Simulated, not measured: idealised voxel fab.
The document below concerns the process module designated voxel self aligned vias.
Each square cell in cross-section cut measures 5 nm, and the section as a whole is 190 nm wide.
Cross-section layout: square cells on a grid; listed as bands, top to bottom; a band spans one or more cell rows. Within each band entry, the heights of the top and of the bottom of the band appear first, in that order and in nm; the materials of the band then follow from left to right, each with its corresponding width in nm. The designation "throughout" on a single material indicates that it fills the band from edge to edge; the designation "empty" indicates empty space. Where do heights start? At 0: under that level the wafer as delivered is made of one material only. And the lowest band has no floor; it just carries on downward, as in "0 down". Think of "30 to 40" as a width that walks from the first number to the second as you go down the band, top row to bottom row, taking equal-sized steps from row to row. Where a step carries "nothing different", the cross-section came out of it unchanged, cell for cell. Closed-off voids of 8+ cells (no open route to the top) go in "Enclosed void list", written width x height at distance from the left edge, in nm. What comes after the settings on a step's line is commentary from the simulator itself on that step. A step's line can hold "overlay nm"; with a mask on that step, the setting says how far right of the planned place the mask lay, while a negative setting says it lay to the left.
## The following list gives the planned process steps
1. RECEIVE with material Si
2. CONFORMAL_DEP with material SiO2, thk nm 15
3. CONFORMAL_DEP with material SiCN, thk nm 5
4. DIRECTIONAL_DEP with material lowk, thk nm 20
5. MASKED_ETCH with tone open, mask id LINES, width nm 25, pitch nm 70, etch materials lowk, depth nm 20, overlay nm 0
6. CONFORMAL_DEP with material TiN, thk nm 5
7. FILL_DEP with material W, thk nm 5
8. CMP with height nm 40
9. SELECTIVE_ETCH with etch materials W Ru TiN, depth nm 5
10. FILL_DEP with material SiN, thk nm 10
11. CMP with height nm 40
12. DIRECTIONAL_DEP with material lowk, thk nm 15
13. DIRECTIONAL_DEP with material aC, thk nm 10
14. PATTERN with tone open, mask id VIAS, material resist, width nm 45, thk nm 25, overlay nm 0
15. DIRECTIONAL_ETCH with etch materials aC, depth nm 10
16. STRIP with etch materials resist
17. DIRECTIONAL_ETCH with etch materials lowk, depth nm 15
18. DIRECTIONAL_ETCH with etch materials SiN, depth nm 5
19. STRIP with etch materials aC
20. CONFORMAL_DEP with material TiN, thk nm 5
21. FILL_DEP with material Cu, thk nm 10
22. CMP with height nm 55
23. CONFORMAL_DEP with material SiN, thk nm 5
## First wafer out of two, processed as planned
## Cross-sectional view of the wafer in its as-received condition, corresponding to the state after step 1
> 0 down = Si throughout
> Enclosed void list: none
## How the wafer stands in section after step 2
> 15 to 0 = SiO2 throughout
> Heights below 0 show no change.
## How the wafer stands in section after step 3
> 20 to 15 = SiCN throughout
> Heights below 15 show no change.
## How the wafer stands in section after step 4
> 40 to 20 = lowk throughout
> Heights below 20 show no change.
## How the wafer stands in section after step 5
> 40 to 20 = lowk 45, empty 25, lowk 45, empty 25, lowk 50
> Heights below 20 show no change.
## How the wafer stands in section after step 6
> 45 to 40 = TiN 50, empty 15, TiN 55, empty 15, TiN 55
> 40 to 25 = lowk 45, TiN 5, empty 15, TiN 5, lowk 45, TiN 5, empty 15, TiN 5, lowk 50
> 25 to 20 = lowk 45, TiN 25, lowk 45, TiN 25, lowk 50
> Heights below 20 show no change.
## How the wafer stands in section after step 7
> 50 to 45 = W throughout
> 45 to 40 = TiN 50, W 15, TiN 55, W 15, TiN 55
> 40 to 25 = lowk 45, TiN 5, W 15, TiN 5, lowk 45, TiN 5, W 15, TiN 5, lowk 50
> Heights below 25 show no change.
## How the wafer stands in section after step 8
> 40 to 25 = lowk 45, TiN 5, W 15, TiN 5, lowk 45, TiN 5, W 15, TiN 5, lowk 50
> Heights below 25 show no change.
## How the wafer stands in section after step 9
> 40 to 35 = lowk 45, empty 25, lowk 45, empty 25, lowk 50
> Heights below 35 show no change.
## How the wafer stands in section after step 10
> 50 to 40 = SiN throughout
> 40 to 35 = lowk 45, SiN 25, lowk 45, SiN 25, lowk 50
> Heights below 35 show no change.
## How the wafer stands in section after step 11
> 40 to 35 = lowk 45, SiN 25, lowk 45, SiN 25, lowk 50
> Heights below 35 show no change.
## How the wafer stands in section after step 12
> 55 to 40 = lowk throughout
> Heights below 40 show no change.
## How the wafer stands in section after step 13
> 65 to 55 = aC throughout
> Heights below 55 show no change.
## How the wafer stands in section after step 14
> 90 to 65 = resist 35, empty 45, resist 110
> Heights below 65 show no change.
## How the wafer stands in section after step 15
> 80 to 65 = resist 35, empty 45, resist 110
> 65 to 55 = aC 35, empty 45, aC 110
> Heights below 55 show no change.
## How the wafer stands in section after step 16
> 65 to 55 = aC 35, empty 45, aC 110
> Heights below 55 show no change.
## How the wafer stands in section after step 17
> 65 to 55 = aC 35, empty 45, aC 110
> 55 to 40 = lowk 35, empty 45, lowk 110
> Heights below 40 show no change.
## How the wafer stands in section after step 18
> 65 to 55 = aC 35, empty 45, aC 110
> 55 to 40 = lowk 35, empty 45, lowk 110
> 40 to 35 = lowk 45, empty 25, lowk 45, SiN 25, lowk 50
> Heights below 35 show no change.
## How the wafer stands in section after step 19
> 55 to 40 = lowk 35, empty 45, lowk 110
> Heights below 40 show no change.
## How the wafer stands in section after step 20
> 60 to 55 = TiN 40, empty 35, TiN 115
> 55 to 45 = lowk 35, TiN 5, empty 35, TiN 5, lowk 110
> 45 to 40 = lowk 35, TiN 15, empty 15, TiN 15, lowk 110
> 40 to 35 = lowk 45, TiN 25, lowk 45, SiN 25, lowk 50
> Heights below 35 show no change.
## How the wafer stands in section after step 21
> 70 to 60 = Cu throughout
> 60 to 55 = TiN 40, Cu 35, TiN 115
> 55 to 45 = lowk 35, TiN 5, Cu 35, TiN 5, lowk 110
> 45 to 40 = lowk 35, TiN 15, Cu 15, TiN 15, lowk 110
> Heights below 40 show no change.
## How the wafer stands in section after step 22
> 55 to 45 = lowk 35, TiN 5, Cu 35, TiN 5, lowk 110
> Heights below 45 show no change.
## How the wafer stands in section after step 23
> 60 to 55 = SiN throughout
> Heights below 55 show no change.
## The second wafer: identical to the first at the outset and in its planned sequence, differing only in that one mistake was made during processing; up to and including step 8, its path is the first wafer's path
## when step 9 should have ended
> 40 to 35 = lowk 45, TiN 5, empty 15, TiN 5, lowk 45, TiN 5, empty 15, TiN 5, lowk 50
> Heights below 35 show no change.
## when step 10 should have ended
> 50 to 40 = SiN throughout
> 40 to 35 = lowk 45, TiN 5, SiN 15, TiN 5, lowk 45, TiN 5, SiN 15, TiN 5, lowk 50
> Heights below 35 show no change.
## when step 11 should have ended
> 40 to 35 = lowk 45, TiN 5, SiN 15, TiN 5, lowk 45, TiN 5, SiN 15, TiN 5, lowk 50
> Heights below 35 show no change.
## when step 12 should have ended
> 55 to 40 = lowk throughout
> Heights below 40 show no change.
## when step 13 should have ended
> 65 to 55 = aC throughout
> Heights below 55 show no change.
## when step 14 should have ended
> 90 to 65 = resist 35, empty 45, resist 110
> Heights below 65 show no change.
## when step 15 should have ended
> 80 to 65 = resist 35, empty 45, resist 110
> 65 to 55 = aC 35, empty 45, aC 110
> Heights below 55 show no change.
## when step 16 should have ended
> 65 to 55 = aC 35, empty 45, aC 110
> Heights below 55 show no change.
## when step 17 should have ended
> 65 to 55 = aC 35, empty 45, aC 110
> 55 to 40 = lowk 35, empty 45, lowk 110
> Heights below 40 show no change.
## when step 18 should have ended
> 65 to 55 = aC 35, empty 45, aC 110
> 55 to 40 = lowk 35, empty 45, lowk 110
> 40 to 35 = lowk 45, TiN 5, empty 15, TiN 5, lowk 45, TiN 5, SiN 15, TiN 5, lowk 50
> Heights below 35 show no change.
## when step 19 should have ended
> 55 to 40 = lowk 35, empty 45, lowk 110
> Heights below 40 show no change.
## when step 20 should have ended
> 60 to 55 = TiN 40, empty 35, TiN 115
> 55 to 45 = lowk 35, TiN 5, empty 35, TiN 5, lowk 110
> 45 to 40 = lowk 35, TiN 20, empty 5, TiN 20, lowk 110
> 40 to 35 = lowk 45, TiN 25, lowk 45, TiN 5, SiN 15, TiN 5, lowk 50
> Heights below 35 show no change.
## when step 21 should have ended
> 70 to 60 = Cu throughout
> 60 to 55 = TiN 40, Cu 35, TiN 115
> 55 to 45 = lowk 35, TiN 5, Cu 35, TiN 5, lowk 110
> 45 to 40 = lowk 35, TiN 20, Cu 5, TiN 20, lowk 110
> Heights below 40 show no change.
## when step 22 should have ended
> 55 to 45 = lowk 35, TiN 5, Cu 35, TiN 5, lowk 110
> Heights below 45 show no change.
## when step 23 should have ended
> 60 to 55 = SiN throughout
> Heights below 55 show no change.
So what did we get wrong on this run? step 9: run off-plan, actual operation and settings SELECTIVE_ETCH with etch materials W, depth nm 5
Final cells, second wafer relative to first, materials higher or lower: Cu -2 | SiN -2 | TiN +4
